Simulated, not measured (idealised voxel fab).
process module | voxel self aligned contacts
cross-section cut | 180 nm wide | cells 5 nm
A cross-section is a grid of square cells, given in bands from the top down. A band is one or more rows of cells.
Each band's line starts with the height of the band's top and of its bottom, in nm. Then come its materials from left to right, each with its width in nm. One material with "throughout" fills the band from edge to edge. "air" is empty space.
Height 0 is the level under which the wafer as received is all one material. The lowest band goes on downwards, as in "0 down".
A width such as "30 to 40" changes by the same amount from each row of cells to the next, from the band's top row to its bottom row.
"no change" after a step means that no cell of the cross-section changed.
closed voids: empty space of 8 cells or more with no open way to the top, each as width x height at its distance from the left edge, in nm
after a step's settings: what the simulator itself notes on the step
overlay nm, on a step with a mask: how far to the right of its planned place the mask lay; to the left if negative
plan
1 op RECEIVE | material Si
2 op CONFORMAL_DEP | material SiO2 | thk nm 5
3 op DIRECTIONAL_DEP | material polySi | thk nm 25
4 op DIRECTIONAL_DEP | material SiN | thk nm 20
5 op PATTERN | tone cover | mask id GATE | material resist | width nm 25 | pitch nm 65 | thk nm 20 | overlay nm 0
6 op DIRECTIONAL_ETCH | etch materials SiN | depth nm 20
7 op DIRECTIONAL_ETCH | etch materials polySi | depth nm 25
8 op STRIP | etch materials resist
9 op CONFORMAL_DEP | material SiN | thk nm 10
10 op DIRECTIONAL_ETCH | etch materials SiN | depth nm 10
11 op FILL_DEP | material SiO2 | thk nm 20
12 op CMP | height nm 60
13 op PATTERN | tone open | mask id CONTACT | material resist | width nm 50 | thk nm 15 | overlay nm 0
14 op DIRECTIONAL_ETCH | etch materials SiO2 | depth nm 60
15 op STRIP | etch materials resist
16 op CONFORMAL_DEP | material TiN | thk nm 5
17 op FILL_DEP | material Ru | thk nm 5
18 op CMP | height nm 60
19 op CONFORMAL_DEP | material SiCN | thk nm 5
as received, after step 1
  0 down: Si throughout
  closed voids: none
a wafer at the end: this start, this plan, one mistake
  65 to 60: SiCN throughout
  60 to 50: SiO2 65 | TiN 5 to 20 | Ru 40 to 10 | TiN 5 to 20 | SiO2 65
  50 to 30: SiO2 35 | SiN 10 | polySi 25 | SiN 10 | TiN 5 | Ru 10 | TiN 5 | SiN 10 | polySi 25 | SiN 10 | SiO2 35
  30 to 25: SiO2 35 | SiN 10 | polySi 25 | SiN 10 | TiN 20 | SiN 10 | polySi 25 | SiN 10 | SiO2 35
  25 to 5: SiN throughout
  5 to 0: SiO2 throughout
  0 down: Si throughout
  closed voids: none
what went wrong: steps 3 and 4 were swapped
